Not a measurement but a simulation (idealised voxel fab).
process module | voxel self aligned vias
The cross-section shown here is cut; it is 280 nm wide and divided into square cells measuring 5 nm on a side.
Square cells in a grid make up a cross-section in this document, and the grid is given as bands, listed from the top down, each one or more rows of cells.
Band: top and bottom heights (nm) first, top before bottom; then materials from left to right, widths in nm. "edge to edge" marks a sole material filling the band edge to edge. "blank" denotes empty space.
Heads up on the height convention: 0 is the point under which the incoming wafer is all one material, and the lowest band has no bottom, it just keeps going down, like "0 down".
Graded width ("30 to 40"): value in top row of band = first number; value in bottom row = second number; row-to-row change constant.
Given "all unchanged" for a step, no cell of the cross-section differs between before and after that step.
"Enclosed void listing": empty spaces of 8 cells or more with no open way to the top, each given as width x height at distance, distance from the left edge, all in nm.
Text after the settings on a step's line: the simulator's own remark on that step.
overlay nm: right-of-plan distance of the mask on a masked step; negative values mean left-of-plan.
Below is the list of planned process steps:
1) RECEIVE,material Si
2) CONFORMAL_DEP,material SiO2,thk nm 15
3) CONFORMAL_DEP,material SiCN,thk nm 5
4) DIRECTIONAL_DEP,material SiO2,thk nm 30
5) DIRECTIONAL_DEP,material aC,thk nm 10
6) PATTERN,tone open,mask id LINES,material resist,width nm 20,pitch nm 45,thk nm 25,overlay nm 0
7) DIRECTIONAL_ETCH,etch materials aC,depth nm 10
8) STRIP,etch materials resist
9) DIRECTIONAL_ETCH,etch materials SiO2,depth nm 30
10) STRIP,etch materials aC
11) CONFORMAL_DEP,material TiN,thk nm 5
12) FILL_DEP,material Ru,thk nm 5
13) CMP,height nm 50
14) SELECTIVE_ETCH,etch materials W Ru TiN,depth nm 10
15) FILL_DEP,material SiN,thk nm 5
16) CMP,height nm 50
17) DIRECTIONAL_DEP,material SiO2,thk nm 15
18) DIRECTIONAL_DEP,material aC,thk nm 10
19) PATTERN,tone open,mask id VIAS,material resist,width nm 30,thk nm 25,overlay nm 0
20) DIRECTIONAL_ETCH,etch materials aC,depth nm 10
21) STRIP,etch materials resist
22) DIRECTIONAL_ETCH,etch materials SiO2,depth nm 15
23) DIRECTIONAL_ETCH,etch materials SiN,depth nm 10
24) STRIP,etch materials aC
25) CONFORMAL_DEP,material TiN,thk nm 5
26) FILL_DEP,material Ru,thk nm 10
27) CMP,height nm 65
28) CONFORMAL_DEP,material SiCN,thk nm 5
As received (post step 1): cross-section:
> 0 down: Si edge to edge
> Enclosed void listing: none
Result of the module, cross-sectioned: start per above, plan per above, one error in how it was run:
> 70 to 65: SiCN edge to edge
> 65 to 55: 100 nm SiO2  5 nm TiN  20 nm Ru  5 nm TiN  150 nm SiO2
> 55 to 50: 100 nm SiO2  10 nm TiN  10 nm Ru  10 nm TiN  150 nm SiO2
> 50 to 45: 105 nm SiO2  5 nm TiN  10 nm Ru  5 nm TiN  25 nm SiO2  20 nm SiN  110 nm SiO2
> 45 to 40: 105 nm SiO2  20 nm TiN  25 nm SiO2  20 nm SiN  110 nm SiO2
> 40 to 25: 105 nm SiO2  5 nm TiN  10 nm Ru  5 nm TiN  25 nm SiO2  5 nm TiN  10 nm Ru  5 nm TiN  110 nm SiO2
> 25 to 20: 105 nm SiO2  20 nm TiN  25 nm SiO2  20 nm TiN  110 nm SiO2
> 20 to 5: SiO2 edge to edge
> 5 to 0: SiCN edge to edge
> 0 down: Si edge to edge
> Enclosed void listing: none
what went wrong: mixed up steps 2 and 3 - ran each in the other's place
